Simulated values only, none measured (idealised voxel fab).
Name of the process module below: voxel trench capacitor
Each square cell in cross-section cut measures 5 nm, and the section as a whole is 190 nm wide.
Each cross-section below is a grid of square cells, stated as bands in top-down order, with one or more rows of cells making up each band.
Top, bottom (nm), then materials left to right with widths (nm); lone material tagged "edge to edge" fills the whole band edge to edge; "air" = empty space.
Heads up on the height convention: 0 is the point under which the incoming wafer is all one material, and the lowest band has no bottom, it just keeps going down, like "z 0 and below".
The notation "30..40" denotes a width that varies across the rows of cells in the band, beginning at the first number in the top row, finishing at the second number in the bottom row, and changing by an identical amount from each row to the next.
When a step is marked "nothing changed", none of the cells in the cross-section changed during that step.
Under "Sealed internal voids" you'll find the enclosed gaps, the ones with no way out to the top, that are 8 cells or bigger; each reads width x height at distance, with distance counted from the left edge, everything in nm.
What comes after the settings on a step's line is commentary from the simulator itself on that step.
Regarding "overlay nm": on a step with a mask, it is the distance the mask lay to the right of its planned place; a negative value places it to the left.
[The following list gives the planned process steps]
1 RECEIVE [material Si]
2 CONFORMAL_DEP [material SiN] [thk nm 10]
3 DIRECTIONAL_DEP [material aC] [thk nm 10]
4 PATTERN [tone open] [mask id TRENCH] [material resist] [width nm 30] [pitch nm 45] [thk nm 30] [overlay nm 0]
5 DIRECTIONAL_ETCH [etch materials aC] [depth nm 10]
6 STRIP [etch materials resist]
7 DIRECTIONAL_ETCH [etch materials SiN] [depth nm 10]
8 DIRECTIONAL_ETCH [etch materials Si] [depth nm 35]
9 STRIP [etch materials aC]
10 CONFORMAL_DEP [material Al2O3] [thk nm 5]
11 CONFORMAL_DEP [material TiN] [thk nm 5]
12 FILL_DEP [material W] [thk nm 5]
13 CMP [height nm 10]
[First out of two wafers; run went to plan]
[Incoming wafer in cross-section (state: after step 1)]
> z 0 and below | Si edge to edge
> Sealed internal voids: none
[How the wafer stands in section after step 2]
> z 10 to 0 | SiN edge to edge
> Below 0 it's all the same as before, nothing changed down there.
[How the wafer stands in section after step 3]
> z 20 to 10 | aC edge to edge
> Below 10 it's all the same as before, nothing changed down there.
[How the wafer stands in section after step 4]
> z 50 to 20 | resist: 55; air: 30; resist: 15; air: 30; resist: 60
> Below 20 it's all the same as before, nothing changed down there.
[How the wafer stands in section after step 5]
> z 40 to 20 | resist: 55; air: 30; resist: 15; air: 30; resist: 60
> z 20 to 10 | aC: 55; air: 30; aC: 15; air: 30; aC: 60
> Below 10 it's all the same as before, nothing changed down there.
[How the wafer stands in section after step 6]
> z 20 to 10 | aC: 55; air: 30; aC: 15; air: 30; aC: 60
> Below 10 it's all the same as before, nothing changed down there.
[How the wafer stands in section after step 7]
> z 20 to 10 | aC: 55; air: 30; aC: 15; air: 30; aC: 60
> z 10 to 0 | SiN: 55; air: 30; SiN: 15; air: 30; SiN: 60
> Below 0 it's all the same as before, nothing changed down there.
[How the wafer stands in section after step 8]
> z 20 to 10 | aC: 55; air: 30; aC: 15; air: 30; aC: 60
> z 10 to 0 | SiN: 55; air: 30; SiN: 15; air: 30; SiN: 60
> z 0 to -35 | Si: 55; air: 30; Si: 15; air: 30; Si: 60
> Below -35 it's all the same as before, nothing changed down there.
[How the wafer stands in section after step 9]
> z 10 to 0 | SiN: 55; air: 30; SiN: 15; air: 30; SiN: 60
> Below 0 it's all the same as before, nothing changed down there.
[How the wafer stands in section after step 10]
> z 15 to 10 | Al2O3: 60; air: 20; Al2O3: 25; air: 20; Al2O3: 65
> z 10 to 0 | SiN: 55; Al2O3: 5; air: 20; Al2O3: 5; SiN: 15; Al2O3: 5; air: 20; Al2O3: 5; SiN: 60
> z 0 to -30 | Si: 55; Al2O3: 5; air: 20; Al2O3: 5; Si: 15; Al2O3: 5; air: 20; Al2O3: 5; Si: 60
> z -30 to -35 | Si: 55; Al2O3: 30; Si: 15; Al2O3: 30; Si: 60
> Below -35 it's all the same as before, nothing changed down there.
[How the wafer stands in section after step 11]
> z 20 to 15 | TiN: 65; air: 10; TiN: 35; air: 10; TiN: 70
> z 15 to 10 | Al2O3: 60; TiN: 5; air: 10; TiN: 5; Al2O3: 25; TiN: 5; air: 10; TiN: 5; Al2O3: 65
> z 10 to 0 | SiN: 55; Al2O3: 5; TiN: 5; air: 10; TiN: 5; Al2O3: 5; SiN: 15; Al2O3: 5; TiN: 5; air: 10; TiN: 5; Al2O3: 5; SiN: 60
> z 0 to -25 | Si: 55; Al2O3: 5; TiN: 5; air: 10; TiN: 5; Al2O3: 5; Si: 15; Al2O3: 5; TiN: 5; air: 10; TiN: 5; Al2O3: 5; Si: 60
> z -25 to -30 | Si: 55; Al2O3: 5; TiN: 20; Al2O3: 5; Si: 15; Al2O3: 5; TiN: 20; Al2O3: 5; Si: 60
> Below -30 it's all the same as before, nothing changed down there.
[How the wafer stands in section after step 12]
> z 25 to 20 | W edge to edge
> z 20 to 15 | TiN: 65; W: 10; TiN: 35; W: 10; TiN: 70
> z 15 to 10 | Al2O3: 60; TiN: 5; W: 10; TiN: 5; Al2O3: 25; TiN: 5; W: 10; TiN: 5; Al2O3: 65
> z 10 to 0 | SiN: 55; Al2O3: 5; TiN: 5; W: 10; TiN: 5; Al2O3: 5; SiN: 15; Al2O3: 5; TiN: 5; W: 10; TiN: 5; Al2O3: 5; SiN: 60
> z 0 to -25 | Si: 55; Al2O3: 5; TiN: 5; W: 10; TiN: 5; Al2O3: 5; Si: 15; Al2O3: 5; TiN: 5; W: 10; TiN: 5; Al2O3: 5; Si: 60
> Below -25 it's all the same as before, nothing changed down there.
[How the wafer stands in section after step 13]
> z 10 to 0 | SiN: 55; Al2O3: 5; TiN: 5; W: 10; TiN: 5; Al2O3: 5; SiN: 15; Al2O3: 5; TiN: 5; W: 10; TiN: 5; Al2O3: 5; SiN: 60
> Below 0 it's all the same as before, nothing changed down there.
[Wafer two of the pair: same origin, same plan, one error during the run; identical to wafer one up to and including step 9]
[What the second wafer looks like in cross-section when step 10 should have wrapped up]
> z 15 to 10 | TiN: 60; air: 20; TiN: 25; air: 20; TiN: 65
> z 10 to 0 | SiN: 55; TiN: 5; air: 20; TiN: 5; SiN: 15; TiN: 5; air: 20; TiN: 5; SiN: 60
> z 0 to -30 | Si: 55; TiN: 5; air: 20; TiN: 5; Si: 15; TiN: 5; air: 20; TiN: 5; Si: 60
> z -30 to -35 | Si: 55; TiN: 30; Si: 15; TiN: 30; Si: 60
> Below -35 it's all the same as before, nothing changed down there.
[What the second wafer looks like in cross-section when step 11 should have wrapped up]
> z 20 to 15 | Al2O3: 65; air: 10; Al2O3: 35; air: 10; Al2O3: 70
> z 15 to 10 | TiN: 60; Al2O3: 5; air: 10; Al2O3: 5; TiN: 25; Al2O3: 5; air: 10; Al2O3: 5; TiN: 65
> z 10 to 0 | SiN: 55; TiN: 5; Al2O3: 5; air: 10; Al2O3: 5; TiN: 5; SiN: 15; TiN: 5; Al2O3: 5; air: 10; Al2O3: 5; TiN: 5; SiN: 60
> z 0 to -25 | Si: 55; TiN: 5; Al2O3: 5; air: 10; Al2O3: 5; TiN: 5; Si: 15; TiN: 5; Al2O3: 5; air: 10; Al2O3: 5; TiN: 5; Si: 60
> z -25 to -30 | Si: 55; TiN: 5; Al2O3: 20; TiN: 5; Si: 15; TiN: 5; Al2O3: 20; TiN: 5; Si: 60
> Below -30 it's all the same as before, nothing changed down there.
[What the second wafer looks like in cross-section when step 12 should have wrapped up]
> z 25 to 20 | W edge to edge
> z 20 to 15 | Al2O3: 65; W: 10; Al2O3: 35; W: 10; Al2O3: 70
> z 15 to 10 | TiN: 60; Al2O3: 5; W: 10; Al2O3: 5; TiN: 25; Al2O3: 5; W: 10; Al2O3: 5; TiN: 65
> z 10 to 0 | SiN: 55; TiN: 5; Al2O3: 5; W: 10; Al2O3: 5; TiN: 5; SiN: 15; TiN: 5; Al2O3: 5; W: 10; Al2O3: 5; TiN: 5; SiN: 60
> z 0 to -25 | Si: 55; TiN: 5; Al2O3: 5; W: 10; Al2O3: 5; TiN: 5; Si: 15; TiN: 5; Al2O3: 5; W: 10; Al2O3: 5; TiN: 5; Si: 60
> Below -25 it's all the same as before, nothing changed down there.
[What the second wafer looks like in cross-section when step 13 should have wrapped up]
> z 10 to 0 | SiN: 55; TiN: 5; Al2O3: 5; W: 10; Al2O3: 5; TiN: 5; SiN: 15; TiN: 5; Al2O3: 5; W: 10; Al2O3: 5; TiN: 5; SiN: 60
> Below 0 it's all the same as before, nothing changed down there.
Error vs. plan: step 11 occupied the plan position of step 10, and the converse holds as well
Heads up, by the end the second wafer has more or fewer cells of some materials compared to the first: -8 Al2O3; +8 TiN
